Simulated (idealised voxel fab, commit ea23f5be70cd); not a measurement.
process module | voxel released beams
cross-section cut | 155 nm wide | cells 5 nm
A cross-section is a grid of square cells, given in bands from the top down. A band is one or more rows of cells.
Each band's line starts with the height of the band's top and of its bottom, in nm. Then come its materials from left to right, each with its width in nm. One material with "throughout" fills the band from edge to edge. "air" is empty space.
Height 0 is the level under which the wafer as received is all one material. The lowest band goes on downwards, as in "0 down".
A width such as "30 to 40" changes by the same amount from each row of cells to the next, from the band's top row to its bottom row.
"no change" after a step means that no cell of the cross-section changed.
closed voids: empty space of 8 cells or more with no open way to the top, each as width x height at its distance from the left edge, in nm
after a step's settings: what the simulator itself notes on the step
overlay nm, on a step with a mask: how far to the right of its planned place the mask lay; to the left if negative
plan
1 op RECEIVE | material Si
2 op CONFORMAL_DEP | material Al2O3 | thk nm 5
3 op DIRECTIONAL_DEP | material SiO2 | thk nm 10
4 op DIRECTIONAL_DEP | material aC | thk nm 15
5 op PATTERN | tone open | mask id ANCHOR | material resist | width nm 40 | thk nm 35 | overlay nm 0
6 op DIRECTIONAL_ETCH | etch materials aC | depth nm 15
7 op STRIP | etch materials resist
8 op DIRECTIONAL_ETCH | etch materials SiO2 | depth nm 10
9 op STRIP | etch materials aC
10 op CONFORMAL_DEP | material SiN | thk nm 15
11 op MASKED_ETCH | tone cover | mask id BEAM | width nm 100 | etch materials SiN | depth nm 15 | overlay nm 0
12 op STRIP | etch materials SiO2
as received, after step 1
  0 down: Si throughout
  closed voids: none
first wafer at the end, as planned
  30 to 20: air 25 | SiN 20 | air 10 | SiN 70 | air 30
  20 to 15: air 25 | SiN 100 | air 30
  15 to 5: air 30 | SiN 40 | air 85
  5 to 0: Al2O3 throughout
  0 down: Si throughout
  closed voids: none
second wafer at the end: like start, like plan, one mistake
  30 to 15: air 25 | SiN 100 | air 30
  15 to 10: Al2O3 throughout
  10 to 0: SiO2 throughout
  0 down: Si throughout
  closed voids: none
what went wrong: steps 2 and 3 were swapped
at the end the second wafer has, in cells: 12 fewer of SiN | 62 more of SiO2
